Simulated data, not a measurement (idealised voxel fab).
Herein follows the process module entitled voxel ribs on slabs.
Xsec cut, 265 nm wide, square cell size 5 nm.
A cross-section is written here as square cells arranged in a grid, and it is given in bands from the top down, each band taking up one or more rows of cells.
It is stipulated that each band's entry specify, in nanometres, the height of the top of the band and then that of its bottom, followed by the materials of the band in left-to-right sequence, each together with its width in nanometres. A single material marked by the word "everywhere" is understood to fill the band from edge to edge; the word "blank" is understood to denote empty space.
Height reference: 0 = level under which incoming wafer is all one material. Lowest band: no bottom, runs on downward, e.g. "from 0 down".
The expression "30..40" gives the width at the extremes of the band, the first number at its top row of cells and the second at its bottom row, with the width changing by equal amounts from each row to the next in between.
"no change" means the step left every cell of the cross-section as it was.
"Enclosed internal voids" lists enclosed empty spaces (at least 8 cells, no open path upward to the top), each as width x height at distance from the left edge, in nm.
Whatever follows a step's settings on its line is a remark the simulator itself makes about that step.
overlay nm: right-of-plan distance of the mask on a masked step; negative values mean left-of-plan.

Planned process steps
1) RECEIVE: material Si
2) DIRECTIONAL_DEP: material SiO2, thk nm 25
3) DIRECTIONAL_DEP: material polySi, thk nm 15
4) DIRECTIONAL_DEP: material aC, thk nm 15
5) PATTERN: tone cover, mask id RIB, material resist, width nm 20, thk nm 30, overlay nm 0
6) DIRECTIONAL_ETCH: etch materials aC, depth nm 15
7) STRIP: etch materials resist
8) DIRECTIONAL_ETCH: etch materials polySi, depth nm 5
9) STRIP: etch materials aC
10) DIRECTIONAL_DEP: material aC, thk nm 10
11) PATTERN: tone cover, mask id SLAB, material resist, width nm 50, thk nm 25, overlay nm 0
12) DIRECTIONAL_ETCH: etch materials aC, depth nm 10
13) STRIP: etch materials resist
14) DIRECTIONAL_ETCH: etch materials polySi, depth nm 10
15) STRIP: etch materials aC
16) FILL_DEP: material SiO2, thk nm 30
17) CMP: height nm 60
18) DIRECTIONAL_DEP: material W, thk nm 10
19) MASKED_ETCH: tone cover, mask id HEATER, width nm 20, etch materials W, depth nm 10, overlay nm 0
20) CONFORMAL_DEP: material SiO2, thk nm 10
Wafer-to-wafer difference: width nm, step 19. Common start. Plan = first wafer's value.

Cross-sectional view of the first of several wafers in the as-received condition, corresponding to the state following step 1
* from 0 down: Si everywhere
* Enclosed internal voids: none

First wafer of several, cross-section, module end, after step 20 (last)
* from 80 to 70: 110 blank / 40 SiO2 / 115 blank
* from 70 to 60: 120 SiO2 / 20 W / 125 SiO2
* from 60 to 40: SiO2 everywhere
* from 40 to 35: 120 SiO2 / 20 polySi / 125 SiO2
* from 35 to 25: 105 SiO2 / 50 polySi / 110 SiO2
* from 25 to 0: SiO2 everywhere
* from 0 down: Si everywhere
* Enclosed internal voids: none

Showing the last wafer in cross-section at the end of the module
* from 80 to 70: 100 blank / 65 SiO2 / 100 blank
* from 70 to 60: 110 SiO2 / 45 W / 110 SiO2
* from 60 to 40: SiO2 everywhere
* from 40 to 35: 120 SiO2 / 20 polySi / 125 SiO2
* from 35 to 25: 105 SiO2 / 50 polySi / 110 SiO2
* from 25 to 0: SiO2 everywhere
* from 0 down: Si everywhere
* Enclosed internal voids: none

Per-wafer rows below. For each material: cells gained (+) or lost (-) since the wafer was received, as of end of module. Then: closed voids
width nm 20 | +726 SiO2 | +8 W | +24 polySi | Enclosed internal voids: none
width nm 25 | +726 SiO2 | +10 W | +24 polySi | Enclosed internal voids: none
width nm 30 | +726 SiO2 | +12 W | +24 polySi | Enclosed internal voids: none
width nm 35 | +726 SiO2 | +14 W | +24 polySi | Enclosed internal voids: none
width nm 40 | +726 SiO2 | +16 W | +24 polySi | Enclosed internal voids: none
width nm 45 | +726 SiO2 | +18 W | +24 polySi | Enclosed internal voids: none
